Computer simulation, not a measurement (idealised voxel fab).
process module | voxel released beams
cross-section cut | 210 nm wide | cells 5 nm
A cross-section is a grid of square cells, given in bands from the top down. A band is one or more rows of cells.
Each band's line starts with the height of the band's top and of its bottom, in nm. Then come its materials from left to right, each with its width in nm. One material with "throughout" fills the band from edge to edge. "air" is empty space.
Height 0 is the level under which the wafer as received is all one material. The lowest band goes on downwards, as in "0 down".
A width such as "30 to 40" changes by the same amount from each row of cells to the next, from the band's top row to its bottom row.
"no change" after a step means that no cell of the cross-section changed.
closed voids: empty space of 8 cells or more with no open way to the top, each as width x height at its distance from the left edge, in nm
after a step's settings: what the simulator itself notes on the step
overlay nm, on a step with a mask: how far to the right of its planned place the mask lay; to the left if negative
plan
1 op RECEIVE | material Si
2 op CONFORMAL_DEP | material Al2O3 | thk nm 5
3 op DIRECTIONAL_DEP | material SiO2 | thk nm 20
4 op DIRECTIONAL_DEP | material aC | thk nm 10
5 op PATTERN | tone open | mask id ANCHOR | material resist | width nm 35 | thk nm 25 | overlay nm 0
6 op DIRECTIONAL_ETCH | etch materials aC | depth nm 10
7 op STRIP | etch materials resist
8 op DIRECTIONAL_ETCH | etch materials SiO2 | depth nm 20
9 op STRIP | etch materials aC
10 op CONFORMAL_DEP | material W | thk nm 10
11 op MASKED_ETCH | tone cover | mask id BEAM | width nm 80 | etch materials W | depth nm 10 | overlay nm 0
12 op STRIP | etch materials SiO2
as received, after step 1
  0 down: Si throughout
  closed voids: none
first wafer at the end, as planned
  35 to 25: air 60 | W 15 | air 15 | W 50 | air 70
  25 to 15: air 65 | W 10 | air 15 | W 10 | air 110
  15 to 5: air 65 | W 35 | air 110
  5 to 0: Al2O3 throughout
  0 down: Si throughout
  closed voids: none
second wafer at the end: like start, like plan, one mistake
  30 to 20: air 60 | W 15 | air 15 | W 50 | air 70
  20 to 15: air 65 | W 10 | air 15 | W 10 | air 110
  15 to 5: air 65 | W 35 | air 110
  5 to 0: Al2O3 throughout
  0 down: Si throughout
  closed voids: none
what went wrong: step 3 ran as: op DIRECTIONAL_DEP | material SiO2 | thk nm 15
at the end the second wafer has, in cells: 4 fewer of W
